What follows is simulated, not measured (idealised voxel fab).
process module | voxel self aligned contacts
cross-section cut | 175 nm wide | cells 5 nm
A cross-section is a grid of square cells, given in bands from the top down. A band is one or more rows of cells.
Each band's line starts with the height of the band's top and of its bottom, in nm. Then come its materials from left to right, each with its width in nm. One material with "throughout" fills the band from edge to edge. "air" is empty space.
Height 0 is the level under which the wafer as received is all one material. The lowest band goes on downwards, as in "0 down".
A width such as "30 to 40" changes by the same amount from each row of cells to the next, from the band's top row to its bottom row.
"no change" after a step means that no cell of the cross-section changed.
closed voids: empty space of 8 cells or more with no open way to the top, each as width x height at its distance from the left edge, in nm
after a step's settings: what the simulator itself notes on the step
overlay nm, on a step with a mask: how far to the right of its planned place the mask lay; to the left if negative
plan
1 op RECEIVE | material Si
2 op CONFORMAL_DEP | material SiO2 | thk nm 5
3 op DIRECTIONAL_DEP | material polySi | thk nm 25
4 op DIRECTIONAL_DEP | material SiN | thk nm 15
5 op DIRECTIONAL_DEP | material aC | thk nm 10
6 op PATTERN | tone cover | mask id GATE | material resist | width nm 25 | pitch nm 60 | thk nm 25 | overlay nm 0
7 op DIRECTIONAL_ETCH | etch materials aC | depth nm 10
8 op STRIP | etch materials resist
9 op DIRECTIONAL_ETCH | etch materials SiN | depth nm 5
10 op DIRECTIONAL_ETCH | etch materials polySi | depth nm 25
11 op STRIP | etch materials aC
12 op CONFORMAL_DEP | material SiN | thk nm 5
13 op DIRECTIONAL_ETCH | etch materials SiN | depth nm 5
14 op FILL_DEP | material SiO2 | thk nm 15
15 op CMP | height nm 50
16 op MASKED_ETCH | tone open | mask id CONTACT | width nm 45 | etch materials SiO2 | depth nm 50 | overlay nm 0
17 op CONFORMAL_DEP | material TiN | thk nm 5
18 op FILL_DEP | material W | thk nm 5
19 op CMP | height nm 50
20 op CONFORMAL_DEP | material SiCN | thk nm 5
varied across the wafers: depth nm of step 9. The plan shows the first wafer's value. All wafers start alike
first wafer as received, after step 1
  0 down: Si throughout
  closed voids: none
first wafer at the end, after step 20
  55 to 50: SiCN throughout
  50 to 45: SiO2 65 | TiN 15 | W 15 | TiN 15 | SiO2 65
  45 to 40: SiO2 40 | SiN 35 | TiN 25 | SiN 35 | SiO2 40
  40 to 30: SiN throughout
  30 to 5: polySi throughout
  5 to 0: SiO2 throughout
  0 down: Si throughout
  closed voids: none
last wafer at the end
  55 to 50: SiCN throughout
  50 to 45: SiO2 65 | TiN 15 | W 15 | TiN 15 | SiO2 65
  45 to 30: SiO2 40 | SiN 35 | TiN 5 | W 15 | TiN 5 | SiN 35 | SiO2 40
  30 to 5: SiO2 40 | SiN 5 | polySi 25 | SiN 5 | TiN 5 | W 15 | TiN 5 | SiN 5 | polySi 25 | SiN 5 | SiO2 40
  5 to 0: SiO2 75 | TiN 25 | SiO2 75
  0 down: Si throughout
  closed voids: none
each wafer at the end: cells of each material gained (+) or lost (-) since it was received, then its closed voids
depth nm 5 | +35 SiCN | +84 SiN | +77 SiO2 | +11 TiN | +3 W | +175 polySi | closed voids: none
depth nm 10 | +35 SiCN | +63 SiN | +93 SiO2 | +13 TiN | +6 W | +175 polySi | closed voids: none
depth nm 15 | +35 SiCN | +62 SiN | +184 SiO2 | +27 TiN | +27 W | +50 polySi | closed voids: none
depth nm 20 | +35 SiCN | +62 SiN | +184 SiO2 | +27 TiN | +27 W | +50 polySi | closed voids: none
depth nm 25 | +35 SiCN | +62 SiN | +184 SiO2 | +27 TiN | +27 W | +50 polySi | closed voids: none
depth nm 30 | +35 SiCN | +62 SiN | +184 SiO2 | +27 TiN | +27 W | +50 polySi | closed voids: none
